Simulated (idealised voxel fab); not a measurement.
The name of this process module is voxel capacitor over wiring.
Section shown: cut. Width: 195 nm. Cell size: 5 nm, square.
A cross-section is a grid of square cells, given in bands from the top down. A band is one or more rows of cells. For a band, the entry starts with two heights in nm, that of the top and then that of the bottom, and carries on with the band's materials in order from left to right, each alongside its width in nm; the word "throughout" beside a single material means it fills the band edge to edge, and "blank" means empty space. Heights are expressed relative to 0, this being the level below which the as-received wafer comprises one material exclusively. The lowest band is unbounded in the downward direction and is denoted as in "0..down". Read "30..40" as a graded width: first number on top, second number at the bottom, same change between each pair of neighbouring rows. Where a step carries "remains unaltered", the cross-section came out of it unchanged, cell for cell. The entry titled "Closed cavities" provides the empty spaces that have no open way to the top, restricted to those of 8 cells or more. Each is presented as width x height at distance, the distance being measured from the left edge, with all three in nm. Past the settings on a step's line: simulator remark, on that step. overlay nm, on a step with a mask: how far to the right of its planned place the mask lay; to the left if negative.

### The following list gives the planned process steps
step 1: RECEIVE with material Si
step 2: CONFORMAL_DEP with material SiO2, thk nm 15
step 3: CONFORMAL_DEP with material SiCN, thk nm 5
step 4: DIRECTIONAL_DEP with material lowk, thk nm 20
step 5: MASKED_ETCH with tone open, mask id METAL_1, width nm 20, pitch nm 80, etch materials lowk, depth nm 20, overlay nm 0
step 6: MASKED_ETCH with tone open, mask id METAL_1, width nm 20, pitch nm 80, etch materials SiCN, depth nm 5, overlay nm 0
step 7: CONFORMAL_DEP with material TiN, thk nm 5
step 8: FILL_DEP with material Cu, thk nm 5
step 9: CMP with height nm 40
step 10: CONFORMAL_DEP with material SiCN, thk nm 5
step 11: DIRECTIONAL_DEP with material lowk, thk nm 20
step 12: DIRECTIONAL_DEP with material aC, thk nm 10
step 13: PATTERN with tone open, mask id PLUG_1, material resist, width nm 15, thk nm 25, overlay nm 0
step 14: DIRECTIONAL_ETCH with etch materials aC, depth nm 10
step 15: STRIP with etch materials resist
step 16: DIRECTIONAL_ETCH with etch materials lowk, depth nm 20
step 17: DIRECTIONAL_ETCH with etch materials SiCN, depth nm 5
step 18: STRIP with etch materials aC
step 19: CONFORMAL_DEP with material TiN, thk nm 5
step 20: FILL_DEP with material Ru, thk nm 10
step 21: CMP with height nm 65
step 22: DIRECTIONAL_DEP with material TiN, thk nm 5
step 23: DIRECTIONAL_DEP with material Al2O3, thk nm 5
step 24: DIRECTIONAL_DEP with material TiN, thk nm 10
step 25: MASKED_ETCH with tone cover, mask id UPPER_PLATE, width nm 65, etch materials TiN, depth nm 10, overlay nm 0
step 26: MASKED_ETCH with tone cover, mask id UPPER_PLATE, width nm 65, etch materials Al2O3, depth nm 5, overlay nm 0
step 27: MASKED_ETCH with tone cover, mask id LOWER_PLATE, width nm 75, etch materials TiN, depth nm 5, overlay nm 0
step 28: FILL_DEP with material SiO2, thk nm 15
step 29: CMP with height nm 95
step 30: PATTERN with tone open, mask id PLUG_2, material resist, width nm 15, thk nm 15, overlay nm 0
step 31: DIRECTIONAL_ETCH with etch materials SiO2, depth nm 10
step 32: STRIP with etch materials resist
step 33: CONFORMAL_DEP with material TiN, thk nm 5
step 34: FILL_DEP with material W, thk nm 5
step 35: CMP with height nm 95
step 36: CONFORMAL_DEP with material SiCN, thk nm 5

### Below: the first of two wafers, run as planned

### As-received state of the wafer in cross-section, equivalent to post-step 1
> 0..down  Si throughout
> Closed cavities: none

### Upon completion of step 2, the wafer appears in cross-section as shown
> 15..0  SiO2 throughout
> Below a height of 0, the structure has not been altered.

### Upon completion of step 3, the wafer appears in cross-section as shown
> 20..15  SiCN throughout
> Below a height of 15, the structure has not been altered.

### Upon completion of step 4, the wafer appears in cross-section as shown
> 40..20  lowk throughout
> Below a height of 20, the structure has not been altered.

### Upon completion of step 5, the wafer appears in cross-section as shown
> 40..20  lowk 45 nm | blank 20 nm | lowk 60 nm | blank 20 nm | lowk 50 nm
> Below a height of 20, the structure has not been altered.

### Upon completion of step 6, the wafer appears in cross-section as shown
> 40..20  lowk 45 nm | blank 20 nm | lowk 60 nm | blank 20 nm | lowk 50 nm
> 20..15  SiCN 45 nm | blank 20 nm | SiCN 60 nm | blank 20 nm | SiCN 50 nm
> Below a height of 15, the structure has not been altered.

### Upon completion of step 7, the wafer appears in cross-section as shown
> 45..40  TiN 50 nm | blank 10 nm | TiN 70 nm | blank 10 nm | TiN 55 nm
> 40..20  lowk 45 nm | TiN 5 nm | blank 10 nm | TiN 5 nm | lowk 60 nm | TiN 5 nm | blank 10 nm | TiN 5 nm | lowk 50 nm
> 20..15  SiCN 45 nm | TiN 20 nm | SiCN 60 nm | TiN 20 nm | SiCN 50 nm
> Below a height of 15, the structure has not been altered.

### Upon completion of step 8, the wafer appears in cross-section as shown
> 50..45  Cu throughout
> 45..40  TiN 50 nm | Cu 10 nm | TiN 70 nm | Cu 10 nm | TiN 55 nm
> 40..20  lowk 45 nm | TiN 5 nm | Cu 10 nm | TiN 5 nm | lowk 60 nm | TiN 5 nm | Cu 10 nm | TiN 5 nm | lowk 50 nm
> Below a height of 20, the structure has not been altered.

### Upon completion of step 9, the wafer appears in cross-section as shown
> 40..20  lowk 45 nm | TiN 5 nm | Cu 10 nm | TiN 5 nm | lowk 60 nm | TiN 5 nm | Cu 10 nm | TiN 5 nm | lowk 50 nm
> Below a height of 20, the structure has not been altered.

### Upon completion of step 10, the wafer appears in cross-section as shown
> 45..40  SiCN throughout
> Below a height of 40, the structure has not been altered.

### Upon completion of step 11, the wafer appears in cross-section as shown
> 65..45  lowk throughout
> Below a height of 45, the structure has not been altered.

### Upon completion of step 12, the wafer appears in cross-section as shown
> 75..65  aC throughout
> Below a height of 65, the structure has not been altered.

### Upon completion of step 13, the wafer appears in cross-section as shown
> 100..75  resist 50 nm | blank 15 nm | resist 130 nm
> Below a height of 75, the structure has not been altered.

### Upon completion of step 14, the wafer appears in cross-section as shown
> 90..75  resist 50 nm | blank 15 nm | resist 130 nm
> 75..65  aC 50 nm | blank 15 nm | aC 130 nm
> Below a height of 65, the structure has not been altered.

### Upon completion of step 15, the wafer appears in cross-section as shown
> 75..65  aC 50 nm | blank 15 nm | aC 130 nm
> Below a height of 65, the structure has not been altered.

### Upon completion of step 16, the wafer appears in cross-section as shown
> 75..65  aC 50 nm | blank 15 nm | aC 130 nm
> 65..45  lowk 50 nm | blank 15 nm | lowk 130 nm
> Below a height of 45, the structure has not been altered.

### Upon completion of step 17, the wafer appears in cross-section as shown
> 75..65  aC 50 nm | blank 15 nm | aC 130 nm
> 65..45  lowk 50 nm | blank 15 nm | lowk 130 nm
> 45..40  SiCN 50 nm | blank 15 nm | SiCN 130 nm
> Below a height of 40, the structure has not been altered.

### Upon completion of step 18, the wafer appears in cross-section as shown
> 65..45  lowk 50 nm | blank 15 nm | lowk 130 nm
> Below a height of 45, the structure has not been altered.

### Upon completion of step 19, the wafer appears in cross-section as shown
> 70..65  TiN 55 nm | blank 5 nm | TiN 135 nm
> 65..45  lowk 50 nm | TiN 5 nm | blank 5 nm | TiN 5 nm | lowk 130 nm
> 45..40  SiCN 50 nm | TiN 15 nm | SiCN 130 nm
> Below a height of 40, the structure has not been altered.

### Upon completion of step 20, the wafer appears in cross-section as shown
> 80..70  Ru throughout
> 70..65  TiN 55 nm | Ru 5 nm | TiN 135 nm
> 65..45  lowk 50 nm | TiN 5 nm | Ru 5 nm | TiN 5 nm | lowk 130 nm
> Below a height of 45, the structure has not been altered.

### Upon completion of step 21, the wafer appears in cross-section as shown
> 65..45  lowk 50 nm | TiN 5 nm | Ru 5 nm | TiN 5 nm | lowk 130 nm
> Below a height of 45, the structure has not been altered.

### Upon completion of step 22, the wafer appears in cross-section as shown
> 70..65  TiN throughout
> Below a height of 65, the structure has not been altered.

### Upon completion of step 23, the wafer appears in cross-section as shown
> 75..70  Al2O3 throughout
> Below a height of 70, the structure has not been altered.

### Upon completion of step 24, the wafer appears in cross-section as shown
> 85..75  TiN throughout
> Below a height of 75, the structure has not been altered.

### Upon completion of step 25, the wafer appears in cross-section as shown
> 85..75  blank 50 nm | TiN 65 nm | blank 80 nm
> Below a height of 75, the structure has not been altered.

### Upon completion of step 26, the wafer appears in cross-section as shown
> 85..75  blank 50 nm | TiN 65 nm | blank 80 nm
> 75..70  blank 50 nm | Al2O3 65 nm | blank 80 nm
> Below a height of 70, the structure has not been altered.

### Upon completion of step 27, the wafer appears in cross-section as shown
> 85..75  blank 50 nm | TiN 65 nm | blank 80 nm
> 75..70  blank 50 nm | Al2O3 65 nm | blank 80 nm
> 70..65  blank 45 nm | TiN 75 nm | blank 75 nm
> Below a height of 65, the structure has not been altered.

### Upon completion of step 28, the wafer appears in cross-section as shown
> 100..85  SiO2 throughout
> 85..75  SiO2 50 nm | TiN 65 nm | SiO2 80 nm
> 75..70  SiO2 50 nm | Al2O3 65 nm | SiO2 80 nm
> 70..65  SiO2 45 nm | TiN 75 nm | SiO2 75 nm
> Below a height of 65, the structure has not been altered.

### Upon completion of step 29, the wafer appears in cross-section as shown
> 95..85  SiO2 throughout
> Below a height of 85, the structure has not been altered.

### Upon completion of step 30, the wafer appears in cross-section as shown
> 110..95  resist 60 nm | blank 15 nm | resist 120 nm
> Below a height of 95, the structure has not been altered.

### Upon completion of step 31, the wafer appears in cross-section as shown
> 110..95  resist 60 nm | blank 15 nm | resist 120 nm
> 95..85  SiO2 60 nm | blank 15 nm | SiO2 120 nm
> Below a height of 85, the structure has not been altered.

### Upon completion of step 32, the wafer appears in cross-section as shown
> 95..85  SiO2 60 nm | blank 15 nm | SiO2 120 nm
> Below a height of 85, the structure has not been altered.

### Upon completion of step 33, the wafer appears in cross-section as shown
> 100..95  TiN 65 nm | blank 5 nm | TiN 125 nm
> 95..90  SiO2 60 nm | TiN 5 nm | blank 5 nm | TiN 5 nm | SiO2 120 nm
> 90..85  SiO2 60 nm | TiN 15 nm | SiO2 120 nm
> Below a height of 85, the structure has not been altered.

### Upon completion of step 34, the wafer appears in cross-section as shown
> 105..100  W throughout
> 100..95  TiN 65 nm | W 5 nm | TiN 125 nm
> 95..90  SiO2 60 nm | TiN 5 nm | W 5 nm | TiN 5 nm | SiO2 120 nm
> Below a height of 90, the structure has not been altered.

### Upon completion of step 35, the wafer appears in cross-section as shown
> 95..90  SiO2 60 nm | TiN 5 nm | W 5 nm | TiN 5 nm | SiO2 120 nm
> Below a height of 90, the structure has not been altered.

### Upon completion of step 36, the wafer appears in cross-section as shown
> 100..95  SiCN throughout
> Below a height of 95, the structure has not been altered.

### Okay, second wafer. Nothing different at the start, nothing different in the plan, just one mistake somewhere in the running. As far as step 34, counting that step, it's the first wafer all over again

### X-section, second wafer, when step 35 was due to finish
> 90..85  SiO2 60 nm | TiN 15 nm | SiO2 120 nm
> Below a height of 85, the structure has not been altered.

### X-section, second wafer, when step 36 was due to finish
> 95..90  SiCN throughout
> Below a height of 90, the structure has not been altered.
What was done differently from what was planned? the process deviated at step 35: the operation and settings actually run there were CMP with height nm 90
The closing comparison, in cells, has the second wafer with more or fewer of some materials than the first: SiO2: 36 fewer | TiN: 2 fewer | W: 1 fewer
